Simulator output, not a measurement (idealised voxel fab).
process module | voxel self aligned vias
cross-section cut | 220 nm wide | cells 5 nm
A cross-section is a grid of square cells, given in bands from the top down. A band is one or more rows of cells.
Each band's line starts with the height of the band's top and of its bottom, in nm. Then come its materials from left to right, each with its width in nm. One material with "throughout" fills the band from edge to edge. "air" is empty space.
Height 0 is the level under which the wafer as received is all one material. The lowest band goes on downwards, as in "0 down".
A width such as "30 to 40" changes by the same amount from each row of cells to the next, from the band's top row to its bottom row.
"no change" after a step means that no cell of the cross-section changed.
closed voids: empty space of 8 cells or more with no open way to the top, each as width x height at its distance from the left edge, in nm
after a step's settings: what the simulator itself notes on the step
overlay nm, on a step with a mask: how far to the right of its planned place the mask lay; to the left if negative
plan
1 op RECEIVE | material Si
2 op CONFORMAL_DEP | material SiO2 | thk nm 10
3 op CONFORMAL_DEP | material SiCN | thk nm 5
4 op DIRECTIONAL_DEP | material lowk | thk nm 25
5 op PATTERN | tone open | mask id LINES | material resist | width nm 20 | pitch nm 55 | thk nm 15 | overlay nm 0
6 op DIRECTIONAL_ETCH | etch materials lowk | depth nm 25
7 op STRIP | etch materials resist
8 op CONFORMAL_DEP | material TiN | thk nm 5
9 op FILL_DEP | material Ru | thk nm 5
10 op CMP | height nm 40
11 op SELECTIVE_ETCH | etch materials W Ru TiN | depth nm 10
12 op FILL_DEP | material SiN | thk nm 10
13 op CMP | height nm 40
14 op DIRECTIONAL_DEP | material lowk | thk nm 20
15 op MASKED_ETCH | tone open | mask id VIAS | width nm 40 | etch materials lowk | depth nm 20 | overlay nm 0
16 op MASKED_ETCH | tone open | mask id VIAS | width nm 40 | etch materials SiN | depth nm 10 | overlay nm -15
17 op CONFORMAL_DEP | material TiN | thk nm 5
18 op FILL_DEP | material W | thk nm 10
19 op CMP | height nm 60
20 op CONFORMAL_DEP | material SiCN | thk nm 5
varied across the wafers: overlay nm of step 16. The plan shows the first wafer's value. All wafers start alike
first wafer as received, after step 1
  0 down: Si throughout
  closed voids: none
each wafer at the end: cells of each material gained (+) or lost (-) since it was received, then its closed voids
overlay nm -15 | +8 Ru | +88 SiCN | +10 SiN | +88 SiO2 | +34 TiN | +20 W | +324 lowk | closed voids: none
overlay nm -10 | +8 Ru | +88 SiCN | +8 SiN | +88 SiO2 | +34 TiN | +22 W | +324 lowk | closed voids: none
overlay nm -5 | +8 Ru | +88 SiCN | +8 SiN | +88 SiO2 | +34 TiN | +22 W | +324 lowk | closed voids: none
overlay nm 0 | +8 Ru | +88 SiCN | +8 SiN | +88 SiO2 | +34 TiN | +22 W | +324 lowk | closed voids: none
overlay nm 5 | +8 Ru | +88 SiCN | +8 SiN | +88 SiO2 | +34 TiN | +22 W | +324 lowk | closed voids: none
overlay nm 10 | +8 Ru | +88 SiCN | +8 SiN | +88 SiO2 | +34 TiN | +22 W | +324 lowk | closed voids: none
overlay nm 15 | +8 Ru | +88 SiCN | +10 SiN | +88 SiO2 | +34 TiN | +20 W | +324 lowk | closed voids: none
